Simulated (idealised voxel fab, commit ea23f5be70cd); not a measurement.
The following is a process module called voxel gate over fins.
Section shown: cut. Width: 150 nm. Cell size: 5 nm, square.
Cross-section, as written here: a square-cell grid given band by band from the top down, where a band holds one or more rows of cells.
Top, bottom (nm), then materials left to right with widths (nm); lone material tagged "edge to edge" fills the whole band edge to edge; "air" = empty space.
Height reference: 0 = level under which incoming wafer is all one material. Lowest band: no bottom, runs on downward, e.g. "z 0 and below".
Note: "30..40" means the width goes from the first number (top row of the band) to the second number (bottom row) in equal steps per row of cells.
"left unchanged" after a step means that no cell of the cross-section changed.
Any empty space of 8 cells or more lacking an open way to the top shows up in "Voids, enclosed" as width x height at distance, distance from the left edge, in nm.
Past the settings on a step's line: simulator remark, on that step.
The setting "overlay nm" may be written on the line of a step. When the step uses a mask, the value reports how far to the right of the planned place the mask lay, and a negative value reports that it lay to the left.
Note: before/after cross-section pairs follow, one process step per pair, after-side truncated at the lowest changed band, step and settings given beneath. Different runs of this module on the same starting wafer may supply the pairs; a pair continues the one above only where the "Before processing step" entry says so.

[Before processing step]
    z 10 to 5 = air 35 nm, TiN 25 nm, air 10 nm, TiN 25 nm, air 55 nm
    z 5 to 0 = air 35 nm, TiN 5 nm, HfO2 15 nm, TiN 5 nm, air 10 nm, TiN 5 nm, HfO2 15 nm, TiN 5 nm, air 55 nm
    z 0 to -5 = air 35 nm, TiN 5 nm, HfO2 5 nm, Si 5 nm, HfO2 5 nm, TiN 5 nm, air 10 nm, TiN 5 nm, HfO2 5 nm, Si 5 nm, HfO2 5 nm, TiN 5 nm, air 55 nm
    z -5 to -10 = TiN 40 nm, HfO2 5 nm, Si 5 nm, HfO2 5 nm, TiN 20 nm, HfO2 5 nm, Si 5 nm, HfO2 5 nm, TiN 60 nm
    z -10 to -15 = HfO2 45 nm, Si 5 nm, HfO2 30 nm, Si 5 nm, HfO2 65 nm
    z -15 to -40 = SiO2 45 nm, Si 5 nm, SiO2 30 nm, Si 5 nm, SiO2 65 nm
    z -40 and below = Si edge to edge
    Voids, enclosed: none

[Step Result]
    z 20 to 10 = W edge to edge
    z 10 to 5 = W 35 nm, TiN 25 nm, W 10 nm, TiN 25 nm, W 55 nm
    z 5 to 0 = W 35 nm, TiN 5 nm, HfO2 15 nm, TiN 5 nm, W 10 nm, TiN 5 nm, HfO2 15 nm, TiN 5 nm, W 55 nm
    z 0 to -5 = W 35 nm, TiN 5 nm, HfO2 5 nm, Si 5 nm, HfO2 5 nm, TiN 5 nm, W 10 nm, TiN 5 nm, HfO2 5 nm, Si 5 nm, HfO2 5 nm, TiN 5 nm, W 55 nm
    Nothing below the height -5 has changed.
    Voids, enclosed: none
The before and after cross-sections above are linked by FILL_DEP, material W, thk nm 10

Before processing step: = after-state of the pair above.

[Step Result]
    z 15 to 10 = W edge to edge
    Nothing below the height 10 has changed.
    Voids, enclosed: none
The before and after cross-sections above are linked by CMP, height nm 15

Before processing step: = after-state of the pair above.

[Step Result]
    z 20 to 15 = SiCN edge to edge
    Nothing below the height 15 has changed.
    Voids, enclosed: none
The before and after cross-sections above are linked by CONFORMAL_DEP, material SiCN, thk nm 5

[Before processing step]
    z 10 to 0 = air 50 nm, SiN 15 nm, air 20 nm, SiN 15 nm, air 50 nm
    z 0 to -35 = air 50 nm, SiO2 5 nm, Si 5 nm, SiO2 5 nm, air 20 nm, SiO2 5 nm, Si 5 nm, SiO2 5 nm, air 50 nm
    z -35 to -40 = SiO2 55 nm, Si 5 nm, SiO2 30 nm, Si 5 nm, SiO2 55 nm
    z -40 and below = Si edge to edge
    Voids, enclosed: none

[Step Result]
    z 25 to 0 = SiN edge to edge
    z 0 to -35 = SiN 50 nm, SiO2 5 nm, Si 5 nm, SiO2 5 nm, SiN 20 nm, SiO2 5 nm, Si 5 nm, SiO2 5 nm, SiN 50 nm
    Nothing below the height -35 has changed.
    Voids, enclosed: none
The before and after cross-sections above are linked by FILL_DEP, material SiN, thk nm 15

Before processing step: = after-state of the pair above.

[Step Result]
    z 10 to 0 = SiN edge to edge
    Nothing below the height 0 has changed.
    Voids, enclosed: none
The before and after cross-sections above are linked by CMP, height nm 10

Before processing step: = after-state of the pair above.

[Step Result]
    z 0 to -35 = air 50 nm, SiO2 5 nm, Si 5 nm, SiO2 5 nm, air 20 nm, SiO2 5 nm, Si 5 nm, SiO2 5 nm, air 50 nm
    Nothing below the height -35 has changed.
    Voids, enclosed: none
The before and after cross-sections above are linked by STRIP, etch materials SiN

Before processing step: = after-state of the pair above.

[Step Result]
    z 5 to 0 = air 45 nm, HfO2 25 nm, air 10 nm, HfO2 25 nm, air 45 nm
    z 0 to -30 = air 45 nm, HfO2 5 nm, SiO2 5 nm, Si 5 nm, SiO2 5 nm, HfO2 5 nm, air 10 nm, HfO2 5 nm, SiO2 5 nm, Si 5 nm, SiO2 5 nm, HfO2 5 nm, air 45 nm
    z -30 to -35 = HfO2 50 nm, SiO2 5 nm, Si 5 nm, SiO2 5 nm, HfO2 20 nm, SiO2 5 nm, Si 5 nm, SiO2 5 nm, HfO2 50 nm
    Nothing below the height -35 has changed.
    Voids, enclosed: none
The before and after cross-sections above are linked by CONFORMAL_DEP, material HfO2, thk nm 5

Before processing step: = after-state of the pair above.

[Step Result]
    z 10 to 5 = air 40 nm, TiN 70 nm, air 40 nm
    z 5 to 0 = air 40 nm, TiN 5 nm, HfO2 25 nm, TiN 10 nm, HfO2 25 nm, TiN 5 nm, air 40 nm
    z 0 to -25 = air 40 nm, TiN 5 nm, HfO2 5 nm, SiO2 5 nm, Si 5 nm, SiO2 5 nm, HfO2 5 nm, TiN 10 nm, HfO2 5 nm, SiO2 5 nm, Si 5 nm, SiO2 5 nm, HfO2 5 nm, TiN 5 nm, air 40 nm
    z -25 to -30 = TiN 45 nm, HfO2 5 nm, SiO2 5 nm, Si 5 nm, SiO2 5 nm, HfO2 5 nm, TiN 10 nm, HfO2 5 nm, SiO2 5 nm, Si 5 nm, SiO2 5 nm, HfO2 5 nm, TiN 45 nm
    Nothing below the height -30 has changed.
    Voids, enclosed: none
The before and after cross-sections above are linked by CONFORMAL_DEP, material TiN, thk nm 5

Before processing step: = after-state of the pair above.

[Step Result]
    z 20 to 10 = W edge to edge
    z 10 to 5 = W 40 nm, TiN 70 nm, W 40 nm
    z 5 to 0 = W 40 nm, TiN 5 nm, HfO2 25 nm, TiN 10 nm, HfO2 25 nm, TiN 5 nm, W 40 nm
    z 0 to -25 = W 40 nm, TiN 5 nm, HfO2 5 nm, SiO2 5 nm, Si 5 nm, SiO2 5 nm, HfO2 5 nm, TiN 10 nm, HfO2 5 nm, SiO2 5 nm, Si 5 nm, SiO2 5 nm, HfO2 5 nm, TiN 5 nm, W 40 nm
    Nothing below the height -25 has changed.
    Voids, enclosed: none
The before and after cross-sections above are linked by FILL_DEP, material W, thk nm 10

Before processing step: = after-state of the pair above.

[Step Result]
    z 15 to 10 = W edge to edge
    Nothing below the height 10 has changed.
    Voids, enclosed: none
The before and after cross-sections above are linked by CMP, height nm 15

Before processing step: = after-state of the pair above.

[Step Result]
    z 20 to 15 = SiCN edge to edge
    Nothing below the height 15 has changed.
    Voids, enclosed: none
The before and after cross-sections above are linked by CONFORMAL_DEP, material SiCN, thk nm 5

[Before processing step]
    z 25 to 10 = aC edge to edge
    z 10 to 0 = SiN edge to edge
    z 0 and below = Si edge to edge
    Voids, enclosed: none

[Step Result]
    z 60 to 25 = resist 50 nm, air 15 nm, resist 20 nm, air 15 nm, resist 50 nm
    Nothing below the height 25 has changed.
    Voids, enclosed: none
The before and after cross-sections above are linked by PATTERN, tone open, mask id FINS, material resist, width nm 15, pitch nm 35, thk nm 35, overlay nm 0

Before processing step: = after-state of the pair above.

[Step Result]
    z 45 to 25 = resist 50 nm, air 15 nm, resist 20 nm, air 15 nm, resist 50 nm
    z 25 to 10 = aC 50 nm, air 15 nm, aC 20 nm, air 15 nm, aC 50 nm
    Nothing below the height 10 has changed.
    Voids, enclosed: none
The before and after cross-sections above are linked by DIRECTIONAL_ETCH, etch materials aC, depth nm 15

Before processing step: = after-state of the pair above.

[Step Result]
    z 25 to 10 = aC 50 nm, air 15 nm, aC 20 nm, air 15 nm, aC 50 nm
    Nothing below the height 10 has changed.
    Voids, enclosed: none
The before and after cross-sections above are linked by STRIP, etch materials resist

Before processing step: = after-state of the pair above.

[Step Result]
    z 25 to 10 = aC 50 nm, air 15 nm, aC 20 nm, air 15 nm, aC 50 nm
    z 10 to 0 = SiN 50 nm, air 15 nm, SiN 20 nm, air 15 nm, SiN 50 nm
    Nothing below the height 0 has changed.
    Voids, enclosed: none
The before and after cross-sections above are linked by DIRECTIONAL_ETCH, etch materials SiN, depth nm 10

Before processing step: = after-state of the pair above.

[Step Result]
    z 25 to 10 = aC 50 nm, air 15 nm, aC 20 nm, air 15 nm, aC 50 nm
    z 10 to 0 = SiN 50 nm, air 15 nm, SiN 20 nm, air 15 nm, SiN 50 nm
    z 0 to -35 = Si 50 nm, air 15 nm, Si 20 nm, air 15 nm, Si 50 nm
    Nothing below the height -35 has changed.
    Voids, enclosed: none
The before and after cross-sections above are linked by DIRECTIONAL_ETCH, etch materials Si, depth nm 35

Before processing step: = after-state of the pair above.

[Step Result]
    z 10 to 0 = SiN 50 nm, air 15 nm, SiN 20 nm, air 15 nm, SiN 50 nm
    Nothing below the height 0 has changed.
    Voids, enclosed: none
The before and after cross-sections above are linked by STRIP, etch materials aC

Before processing step: = after-state of the pair above.

[Step Result]
    z 10 to 0 = SiN 50 nm, air 15 nm, SiN 20 nm, air 15 nm, SiN 50 nm
    z 0 to -35 = Si 45 nm, SiO2 5 nm, air 15 nm, SiO2 5 nm, Si 10 nm, SiO2 5 nm, air 15 nm, SiO2 5 nm, Si 45 nm
    z -35 to -40 = Si 45 nm, SiO2 25 nm, Si 10 nm, SiO2 25 nm, Si 45 nm
    Nothing below the height -40 has changed.
    Voids, enclosed: none
The before and after cross-sections above are linked by OXIDIZE, depth nm 5

Before processing step: = after-state of the pair above.

[Step Result]
    z 25 to 10 = SiO2 edge to edge
    z 10 to 0 = SiN 50 nm, SiO2 15 nm, SiN 20 nm, SiO2 15 nm, SiN 50 nm
    z 0 to -40 = Si 45 nm, SiO2 25 nm, Si 10 nm, SiO2 25 nm, Si 45 nm
    Nothing below the height -40 has changed.
    Voids, enclosed: none
The before and after cross-sections above are linked by FILL_DEP, material SiO2, thk nm 15

Before processing step: = after-state of the pair above.

[Step Result]
    z 10 to 0 = SiN 50 nm, SiO2 15 nm, SiN 20 nm, SiO2 15 nm, SiN 50 nm
    Nothing below the height 0 has changed.
    Voids, enclosed: none
The before and after cross-sections above are linked by CMP, height nm 10

Before processing step: = after-state of the pair above.

[Step Result]
    z 10 to 0 = SiN 50 nm, air 15 nm, SiN 20 nm, air 15 nm, SiN 50 nm
    z 0 to -15 = Si 45 nm, air 25 nm, Si 10 nm, air 25 nm, Si 45 nm
    Nothing below the height -15 has changed.
    Voids, enclosed: none
The before and after cross-sections above are linked by SELECTIVE_ETCH, etch materials SiO2, depth nm 25

Before processing step: = after-state of the pair above.

[Step Result]
    z 0 to -15 = Si 45 nm, air 25 nm, Si 10 nm, air 25 nm, Si 45 nm
    Nothing below the height -15 has changed.
    Voids, enclosed: none
The before and after cross-sections above are linked by STRIP, etch materials SiN

Before processing step: = after-state of the pair above.

[Step Result]
    z 5 to 0 = HfO2 50 nm, air 15 nm, HfO2 20 nm, air 15 nm, HfO2 50 nm
    z 0 to -10 = Si 45 nm, HfO2 5 nm, air 15 nm, HfO2 5 nm, Si 10 nm, HfO2 5 nm, air 15 nm, HfO2 5 nm, Si 45 nm
    z -10 to -15 = Si 45 nm, HfO2 25 nm, Si 10 nm, HfO2 25 nm, Si 45 nm
    Nothing below the height -15 has changed.
    Voids, enclosed: none
The before and after cross-sections above are linked by CONFORMAL_DEP, material HfO2, thk nm 5

Before processing step: = after-state of the pair above.

[Step Result]
    z 10 to 5 = TiN 55 nm, air 5 nm, TiN 30 nm, air 5 nm, TiN 55 nm
    z 5 to 0 = HfO2 50 nm, TiN 5 nm, air 5 nm, TiN 5 nm, HfO2 20 nm, TiN 5 nm, air 5 nm, TiN 5 nm, HfO2 50 nm
    z 0 to -5 = Si 45 nm, HfO2 5 nm, TiN 5 nm, air 5 nm, TiN 5 nm, HfO2 5 nm, Si 10 nm, HfO2 5 nm, TiN 5 nm, air 5 nm, TiN 5 nm, HfO2 5 nm, Si 45 nm
    z -5 to -10 = Si 45 nm, HfO2 5 nm, TiN 15 nm, HfO2 5 nm, Si 10 nm, HfO2 5 nm, TiN 15 nm, HfO2 5 nm, Si 45 nm
    Nothing below the height -10 has changed.
    Voids, enclosed: none
The before and after cross-sections above are linked by CONFORMAL_DEP, material TiN, thk nm 5

Before processing step: = after-state of the pair above.

[Step Result]
    z 20 to 10 = W edge to edge
    z 10 to 5 = TiN 55 nm, W 5 nm, TiN 30 nm, W 5 nm, TiN 55 nm
    z 5 to 0 = HfO2 50 nm, TiN 5 nm, W 5 nm, TiN 5 nm, HfO2 20 nm, TiN 5 nm, W 5 nm, TiN 5 nm, HfO2 50 nm
    z 0 to -5 = Si 45 nm, HfO2 5 nm, TiN 5 nm, W 5 nm, TiN 5 nm, HfO2 5 nm, Si 10 nm, HfO2 5 nm, TiN 5 nm, W 5 nm, TiN 5 nm, HfO2 5 nm, Si 45 nm
    Nothing below the height -5 has changed.
    Voids, enclosed: none
The before and after cross-sections above are linked by FILL_DEP, material W, thk nm 10

Before processing step: = after-state of the pair above.

[Step Result]
    z 15 to 10 = W edge to edge
    Nothing below the height 10 has changed.
    Voids, enclosed: none
The before and after cross-sections above are linked by CMP, height nm 15

Before processing step: = after-state of the pair above.

[Step Result]
    z 20 to 15 = SiCN edge to edge
    Nothing below the height 15 has changed.
    Voids, enclosed: none
The before and after cross-sections above are linked by CONFORMAL_DEP, material SiCN, thk nm 5
